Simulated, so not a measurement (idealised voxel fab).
Name of the process module below: voxel trench capacitor
205 nm wide, 5 nm square cells: that's cross-section cut.
Just so we're on the same page, the cross-sections are grids of square cells, and they're listed out in bands top to bottom, each band one or more rows deep.
Top height, bottom height, nm. Materials left to right, width each, nm. Single material + "throughout" = fills band edge to edge. "blank" = empty.
Convention: height 0 is the level below which the wafer, as received, is all one material. The lowest band does not terminate at the bottom but continues downward, represented as "0..down".
Width spec "30->40" -> top row of cells at first value, bottom row at second value, equal per-row change in between.
You'll sometimes find "remains unaltered" written for a step, and that's the way of saying that nowhere in the cross-section did a cell change during that step.
Basically, "Entrapped void list" tells you about the enclosed voids: empty spaces with no open way to the top, 8 cells or bigger, each written width x height at distance, where distance is from the left edge, all in nm.
Past the settings on a step's line: simulator remark, on that step.
"overlay nm" denotes, for a step that has a mask, the displacement of the mask to the right of its planned place, with negative values corresponding to the left.

PROCESS STEPS - PLAN
1) op RECEIVE | material Si
2) op CONFORMAL_DEP | material SiN | thk nm 10
3) op DIRECTIONAL_DEP | material aC | thk nm 15
4) op PATTERN | tone open | mask id TRENCH | material resist | width nm 25 | pitch nm 50 | thk nm 35 | overlay nm 0
5) op DIRECTIONAL_ETCH | etch materials aC | depth nm 15
6) op STRIP | etch materials resist
7) op DIRECTIONAL_ETCH | etch materials SiN | depth nm 10
8) op DIRECTIONAL_ETCH | etch materials Si | depth nm 25
9) op STRIP | etch materials aC
10) op CONFORMAL_DEP | material SiO2 | thk nm 5
11) op FILL_DEP | material polySi | thk nm 10
12) op CMP | height nm 10

THE FIRST OF TWO WAFERS, RUN AS PLANNED

CROSS-SECTIONAL VIEW OF THE WAFER IN ITS AS-RECEIVED CONDITION, CORRESPONDING TO THE STATE AFTER STEP 1
0..down: Si throughout
Entrapped void list: none

PRESENTED HERE IS A CROSS-SECTION OF THE WAFER AFTER STEP 2 HAS BEEN PERFORMED
10..0: SiN throughout
Rest of section, below 0: as before.

PRESENTED HERE IS A CROSS-SECTION OF THE WAFER AFTER STEP 3 HAS BEEN PERFORMED
25..10: aC throughout
Rest of section, below 10: as before.

PRESENTED HERE IS A CROSS-SECTION OF THE WAFER AFTER STEP 4 HAS BEEN PERFORMED
60..25: 40 nm resist / 25 nm blank / 25 nm resist / 25 nm blank / 25 nm resist / 25 nm blank / 40 nm resist
Rest of section, below 25: as before.

PRESENTED HERE IS A CROSS-SECTION OF THE WAFER AFTER STEP 5 HAS BEEN PERFORMED
45..25: 40 nm resist / 25 nm blank / 25 nm resist / 25 nm blank / 25 nm resist / 25 nm blank / 40 nm resist
25..10: 40 nm aC / 25 nm blank / 25 nm aC / 25 nm blank / 25 nm aC / 25 nm blank / 40 nm aC
Rest of section, below 10: as before.

PRESENTED HERE IS A CROSS-SECTION OF THE WAFER AFTER STEP 6 HAS BEEN PERFORMED
25..10: 40 nm aC / 25 nm blank / 25 nm aC / 25 nm blank / 25 nm aC / 25 nm blank / 40 nm aC
Rest of section, below 10: as before.

PRESENTED HERE IS A CROSS-SECTION OF THE WAFER AFTER STEP 7 HAS BEEN PERFORMED
25..10: 40 nm aC / 25 nm blank / 25 nm aC / 25 nm blank / 25 nm aC / 25 nm blank / 40 nm aC
10..0: 40 nm SiN / 25 nm blank / 25 nm SiN / 25 nm blank / 25 nm SiN / 25 nm blank / 40 nm SiN
Rest of section, below 0: as before.

PRESENTED HERE IS A CROSS-SECTION OF THE WAFER AFTER STEP 8 HAS BEEN PERFORMED
25..10: 40 nm aC / 25 nm blank / 25 nm aC / 25 nm blank / 25 nm aC / 25 nm blank / 40 nm aC
10..0: 40 nm SiN / 25 nm blank / 25 nm SiN / 25 nm blank / 25 nm SiN / 25 nm blank / 40 nm SiN
0..-25: 40 nm Si / 25 nm blank / 25 nm Si / 25 nm blank / 25 nm Si / 25 nm blank / 40 nm Si
Rest of section, below -25: as before.

PRESENTED HERE IS A CROSS-SECTION OF THE WAFER AFTER STEP 9 HAS BEEN PERFORMED
10..0: 40 nm SiN / 25 nm blank / 25 nm SiN / 25 nm blank / 25 nm SiN / 25 nm blank / 40 nm SiN
Rest of section, below 0: as before.

PRESENTED HERE IS A CROSS-SECTION OF THE WAFER AFTER STEP 10 HAS BEEN PERFORMED
15..10: 45 nm SiO2 / 15 nm blank / 35 nm SiO2 / 15 nm blank / 35 nm SiO2 / 15 nm blank / 45 nm SiO2
10..0: 40 nm SiN / 5 nm SiO2 / 15 nm blank / 5 nm SiO2 / 25 nm SiN / 5 nm SiO2 / 15 nm blank / 5 nm SiO2 / 25 nm SiN / 5 nm SiO2 / 15 nm blank / 5 nm SiO2 / 40 nm SiN
0..-20: 40 nm Si / 5 nm SiO2 / 15 nm blank / 5 nm SiO2 / 25 nm Si / 5 nm SiO2 / 15 nm blank / 5 nm SiO2 / 25 nm Si / 5 nm SiO2 / 15 nm blank / 5 nm SiO2 / 40 nm Si
-20..-25: 40 nm Si / 25 nm SiO2 / 25 nm Si / 25 nm SiO2 / 25 nm Si / 25 nm SiO2 / 40 nm Si
Rest of section, below -25: as before.

PRESENTED HERE IS A CROSS-SECTION OF THE WAFER AFTER STEP 11 HAS BEEN PERFORMED
25..15: polySi throughout
15..10: 45 nm SiO2 / 15 nm polySi / 35 nm SiO2 / 15 nm polySi / 35 nm SiO2 / 15 nm polySi / 45 nm SiO2
10..0: 40 nm SiN / 5 nm SiO2 / 15 nm polySi / 5 nm SiO2 / 25 nm SiN / 5 nm SiO2 / 15 nm polySi / 5 nm SiO2 / 25 nm SiN / 5 nm SiO2 / 15 nm polySi / 5 nm SiO2 / 40 nm SiN
0..-20: 40 nm Si / 5 nm SiO2 / 15 nm polySi / 5 nm SiO2 / 25 nm Si / 5 nm SiO2 / 15 nm polySi / 5 nm SiO2 / 25 nm Si / 5 nm SiO2 / 15 nm polySi / 5 nm SiO2 / 40 nm Si
Rest of section, below -20: as before.

PRESENTED HERE IS A CROSS-SECTION OF THE WAFER AFTER STEP 12 HAS BEEN PERFORMED
10..0: 40 nm SiN / 5 nm SiO2 / 15 nm polySi / 5 nm SiO2 / 25 nm SiN / 5 nm SiO2 / 15 nm polySi / 5 nm SiO2 / 25 nm SiN / 5 nm SiO2 / 15 nm polySi / 5 nm SiO2 / 40 nm SiN
Rest of section, below 0: as before.

IT IS TO BE NOTED THAT THE SECOND WAFER PROCEEDED FROM THE SAME INITIAL STATE AND ACCORDING TO THE SAME PLAN AS THE FIRST, ALTHOUGH ONE MISTAKE WAS COMMITTED IN ITS EXECUTION; THROUGH STEP 7, INCLUSIVE, THE TWO WAFERS SHARE AN IDENTICAL HISTORY

HERE IS THE SECOND WAFER IN CROSS-SECTION AT THE POINT WHERE STEP 8 OF THE PLAN SHOULD HAVE BEEN DONE
25..10: 40 nm aC / 25 nm blank / 25 nm aC / 25 nm blank / 25 nm aC / 25 nm blank / 40 nm aC
10..0: 40 nm SiN / 25 nm blank / 25 nm SiN / 25 nm blank / 25 nm SiN / 25 nm blank / 40 nm SiN
0..-30: 40 nm Si / 25 nm blank / 25 nm Si / 25 nm blank / 25 nm Si / 25 nm blank / 40 nm Si
Rest of section, below -30: as before.

HERE IS THE SECOND WAFER IN CROSS-SECTION AT THE POINT WHERE STEP 9 OF THE PLAN SHOULD HAVE BEEN DONE
10..0: 40 nm SiN / 25 nm blank / 25 nm SiN / 25 nm blank / 25 nm SiN / 25 nm blank / 40 nm SiN
Rest of section, below 0: as before.

HERE IS THE SECOND WAFER IN CROSS-SECTION AT THE POINT WHERE STEP 10 OF THE PLAN SHOULD HAVE BEEN DONE
15..10: 45 nm SiO2 / 15 nm blank / 35 nm SiO2 / 15 nm blank / 35 nm SiO2 / 15 nm blank / 45 nm SiO2
10..0: 40 nm SiN / 5 nm SiO2 / 15 nm blank / 5 nm SiO2 / 25 nm SiN / 5 nm SiO2 / 15 nm blank / 5 nm SiO2 / 25 nm SiN / 5 nm SiO2 / 15 nm blank / 5 nm SiO2 / 40 nm SiN
0..-25: 40 nm Si / 5 nm SiO2 / 15 nm blank / 5 nm SiO2 / 25 nm Si / 5 nm SiO2 / 15 nm blank / 5 nm SiO2 / 25 nm Si / 5 nm SiO2 / 15 nm blank / 5 nm SiO2 / 40 nm Si
-25..-30: 40 nm Si / 25 nm SiO2 / 25 nm Si / 25 nm SiO2 / 25 nm Si / 25 nm SiO2 / 40 nm Si
Rest of section, below -30: as before.

HERE IS THE SECOND WAFER IN CROSS-SECTION AT THE POINT WHERE STEP 11 OF THE PLAN SHOULD HAVE BEEN DONE
25..15: polySi throughout
15..10: 45 nm SiO2 / 15 nm polySi / 35 nm SiO2 / 15 nm polySi / 35 nm SiO2 / 15 nm polySi / 45 nm SiO2
10..0: 40 nm SiN / 5 nm SiO2 / 15 nm polySi / 5 nm SiO2 / 25 nm SiN / 5 nm SiO2 / 15 nm polySi / 5 nm SiO2 / 25 nm SiN / 5 nm SiO2 / 15 nm polySi / 5 nm SiO2 / 40 nm SiN
0..-25: 40 nm Si / 5 nm SiO2 / 15 nm polySi / 5 nm SiO2 / 25 nm Si / 5 nm SiO2 / 15 nm polySi / 5 nm SiO2 / 25 nm Si / 5 nm SiO2 / 15 nm polySi / 5 nm SiO2 / 40 nm Si
Rest of section, below -25: as before.

HERE IS THE SECOND WAFER IN CROSS-SECTION AT THE POINT WHERE STEP 12 OF THE PLAN SHOULD HAVE BEEN DONE
10..0: 40 nm SiN / 5 nm SiO2 / 15 nm polySi / 5 nm SiO2 / 25 nm SiN / 5 nm SiO2 / 15 nm polySi / 5 nm SiO2 / 25 nm SiN / 5 nm SiO2 / 15 nm polySi / 5 nm SiO2 / 40 nm SiN
Rest of section, below 0: as before.
What broke from the plan during processing? step 8 off recipe, ran as op DIRECTIONAL_ETCH | etch materials Si | depth nm 30
Final cells, second wafer relative to first, materials higher or lower: Si: 15 fewer | SiO2: 6 more | polySi: 9 more
